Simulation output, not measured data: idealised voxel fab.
Process module, titled voxel local oxidation
Section cut is 235 nm wide and gridded with 5 nm square cells.
A cross-section is written here as square cells arranged in a grid, and it is given in bands from the top down, each band taking up one or more rows of cells.
The entry gives the band's vertical extent as a top height and a bottom height in nm, then its horizontal make-up as materials from left to right, each with a width in nm. "empty" stands for empty space; a single material marked "full width" fills the band edge to edge.
Heads up on the height convention: 0 is the point under which the incoming wafer is all one material, and the lowest band has no bottom, it just keeps going down, like "top 0, no bottom".
Note: "30->40" means the width goes from the first number (top row of the band) to the second number (bottom row) in equal steps per row of cells.
When a step is marked "nothing was modified", none of the cells in the cross-section changed during that step.
Each empty space that has no open way to the top and spans at least 8 cells appears under "Sealed cavities" as width x height at distance, the distance counted from the left edge, all in nm.
That trailing text on a step's line, after the settings, is the simulator's own remark on the step.
Among the settings permitted on a step's line is "overlay nm"; applied to a step with a mask, it specifies the extent to which the mask lay to the right of its planned position, whereas a negative figure signifies a position to the left.
# So here's the lineup of process steps we planned
1) RECEIVE: material Si
2) OXIDIZE: depth nm 5
3) CONFORMAL_DEP: material SiN, thk nm 15
4) PATTERN: tone cover, mask id ACTIVE, material resist, width nm 130, thk nm 20, overlay nm 0
5) DIRECTIONAL_ETCH: etch materials SiN, depth nm 15
6) STRIP: etch materials resist
7) SELECTIVE_ETCH: etch materials SiO2, depth nm 5
8) OXIDIZE: depth nm 10
9) STRIP: etch materials SiN
# First wafer out of two, processed as planned
# So this is the incoming wafer in cross-section - it's already been through step 1
	top 0, no bottom = Si full width
	Sealed cavities: none
# after step 2
	top 0, bottom -5 = SiO2 full width
	Below -5 it's all the same as before, nothing changed down there.
# after step 3
	top 15, bottom 0 = SiN full width
	Below 0 it's all the same as before, nothing changed down there.
# after step 4
	top 35, bottom 15 = empty: 50; resist: 130; empty: 55
	Below 15 it's all the same as before, nothing changed down there.
# after step 5
	top 35, bottom 15 = empty: 50; resist: 130; empty: 55
	top 15, bottom 0 = empty: 50; SiN: 130; empty: 55
	Below 0 it's all the same as before, nothing changed down there.
# after step 6
	top 15, bottom 0 = empty: 50; SiN: 130; empty: 55
	Below 0 it's all the same as before, nothing changed down there.
# after step 7
	top 15, bottom 0 = empty: 50; SiN: 130; empty: 55
	top 0, bottom -5 = empty: 55; SiO2: 120; empty: 60
	Below -5 it's all the same as before, nothing changed down there.
# after step 8
	top 15, bottom 0 = empty: 50; SiN: 130; empty: 55
	top 0, bottom -5 = empty: 55; SiO2: 120; empty: 60
	top -5, bottom -15 = SiO2: 65; Si: 100; SiO2: 70
	Below -15 it's all the same as before, nothing changed down there.
# after step 9
	top 0, bottom -5 = empty: 55; SiO2: 120; empty: 60
	Below -5 it's all the same as before, nothing changed down there.
# second wafer: like start, like plan, one mistake. Through step 5 it matches the first wafer
# The second wafer in cross-section, at the planned close of step 6
	top 35, bottom 15 = empty: 50; resist: 130; empty: 55
	top 15, bottom 0 = empty: 50; SiN: 130; empty: 55
	top 0, bottom -5 = empty: 55; SiO2: 120; empty: 60
	Below -5 it's all the same as before, nothing changed down there.
# The second wafer in cross-section, at the planned close of step 7
	top 15, bottom 0 = empty: 50; SiN: 130; empty: 55
	Below 0 it's all the same as before, nothing changed down there.
# The second wafer in cross-section, at the planned close of step 8
	top 15, bottom 0 = empty: 50; SiN: 130; empty: 55
	top 0, bottom -5 = empty: 55; SiO2: 120; empty: 60
	top -5, bottom -15 = SiO2: 65; Si: 100; SiO2: 70
	Below -15 it's all the same as before, nothing changed down there.
# The second wafer in cross-section, at the planned close of step 9
	top 0, bottom -5 = empty: 55; SiO2: 120; empty: 60
	Below -5 it's all the same as before, nothing changed down there.
Misprocessing identified: order of steps 6 and 7 inverted relative to the plan
at the end the two cross-sections are the same: no effect in what this model computes
